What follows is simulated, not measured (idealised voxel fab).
Herein follows the process module entitled voxel self aligned vias.
It is cross-section cut that appears here, measuring 225 nm in width, its square cells being 5 nm in size.
Heads up, the way a cross-section reads in here is a grid of square cells, handed over as bands from the top down, with every band being one or more rows of cells. Heights first: top, then bottom, in nm. Then materials, left to right, each with a width in nm. "throughout" on a single material: fills the band edge to edge. "empty": empty space. Height reference: 0 = level under which incoming wafer is all one material. Lowest band: no bottom, runs on downward, e.g. "from 0 down". Per-row width for "30->40": begins at first number (top row of band), ends at second number (bottom row), increment between rows held constant. "same as before" (step): cross-section cells unchanged, all of them. Each empty space that has no open way to the top and spans at least 8 cells appears under "Closed void roster" as width x height at distance, the distance counted from the left edge, all in nm. The remark found on a step's line after its settings is issued by the simulator itself and pertains to that step. On any step carrying a mask, the "overlay nm" setting, if present on the step's line, tells how far right of its planned place the mask lay; negative values point to the left.
List of planned process steps:
1. RECEIVE (material Si)
2. CONFORMAL_DEP (material SiO2; thk nm 10)
3. CONFORMAL_DEP (material SiCN; thk nm 5)
4. DIRECTIONAL_DEP (material SiO2; thk nm 20)
5. PATTERN (tone open; mask id LINES; material resist; width nm 25; pitch nm 60; thk nm 15; overlay nm 0)
6. DIRECTIONAL_ETCH (etch materials SiO2; depth nm 20)
7. STRIP (etch materials resist)
8. CONFORMAL_DEP (material TiN; thk nm 5)
9. FILL_DEP (material Ru; thk nm 5)
10. CMP (height nm 35)
11. SELECTIVE_ETCH (etch materials W Ru TiN; depth nm 10)
12. FILL_DEP (material SiN; thk nm 5)
13. CMP (height nm 35)
14. DIRECTIONAL_DEP (material SiO2; thk nm 15)
15. MASKED_ETCH (tone open; mask id VIAS; width nm 45; pitch nm 120; etch materials SiO2; depth nm 15; overlay nm 0)
16. MASKED_ETCH (tone open; mask id VIAS; width nm 45; pitch nm 120; etch materials SiN; depth nm 10; overlay nm 0)
17. CONFORMAL_DEP (material TiN; thk nm 5)
18. FILL_DEP (material Cu; thk nm 5)
19. CMP (height nm 50)
20. CONFORMAL_DEP (material SiN; thk nm 5)
This is the cross-section of the wafer as we received it, i.e. after step 1:
    from 0 down = Si throughout
    Closed void roster: none
First of two wafers at the end of the module, shown in cross-section; run carried out as planned:
    from 55 to 50 = SiN throughout
    from 50 to 40 = SiO2=30 / TiN=5 / Cu=35 / TiN=5 / SiO2=75 / TiN=5 / Cu=35 / TiN=5 / SiO2=30
    from 40 to 35 = SiO2=30 / TiN=15 / Cu=15 / TiN=15 / SiO2=75 / TiN=15 / Cu=15 / TiN=15 / SiO2=30
    from 35 to 30 = SiO2=40 / TiN=5 / Cu=15 / TiN=5 / SiO2=35 / SiN=25 / SiO2=35 / TiN=5 / Cu=15 / TiN=5 / SiO2=40
    from 30 to 25 = SiO2=40 / TiN=25 / SiO2=35 / SiN=25 / SiO2=35 / TiN=25 / SiO2=40
    from 25 to 20 = SiO2=40 / TiN=5 / Ru=15 / TiN=5 / SiO2=35 / TiN=5 / Ru=15 / TiN=5 / SiO2=35 / TiN=5 / Ru=15 / TiN=5 / SiO2=40
    from 20 to 15 = SiO2=40 / TiN=25 / SiO2=35 / TiN=25 / SiO2=35 / TiN=25 / SiO2=40
    from 15 to 10 = SiCN throughout
    from 10 to 0 = SiO2 throughout
    from 0 down = Si throughout
    Closed void roster: none
Second wafer of the two, sectioned at the end of the module. It began like the first and followed the same plan, but one mistake was made while running it:
    from 55 to 50 = SiN throughout
    from 50 to 35 = SiO2=30 / TiN=5 / Cu=35 / TiN=5 / SiO2=75 / TiN=5 / Cu=35 / TiN=5 / SiO2=30
    from 35 to 30 = SiO2=30 / TiN=5 / Cu=35 / TiN=5 / SiO2=25 / SiN=25 / SiO2=25 / TiN=5 / Cu=35 / TiN=5 / SiO2=30
    from 30 to 25 = SiO2=30 / TiN=45 / SiO2=25 / SiN=25 / SiO2=25 / TiN=45 / SiO2=30
    from 25 to 20 = SiO2=30 / TiN=15 / Ru=15 / TiN=15 / SiO2=25 / TiN=5 / Ru=15 / TiN=5 / SiO2=25 / TiN=15 / Ru=15 / TiN=15 / SiO2=30
    from 20 to 15 = SiO2=40 / TiN=25 / SiO2=35 / TiN=25 / SiO2=35 / TiN=25 / SiO2=40
    from 15 to 10 = SiCN throughout
    from 10 to 0 = SiO2 throughout
    from 0 down = Si throughout
    Closed void roster: none
So what did we get wrong on this run? step 15 of the plan was executed twice over
In the final state, the cell counts of the second wafer exceed or fall short of those of the first for the following materials: 16 more of Cu, 24 fewer of SiO2, 8 more of TiN
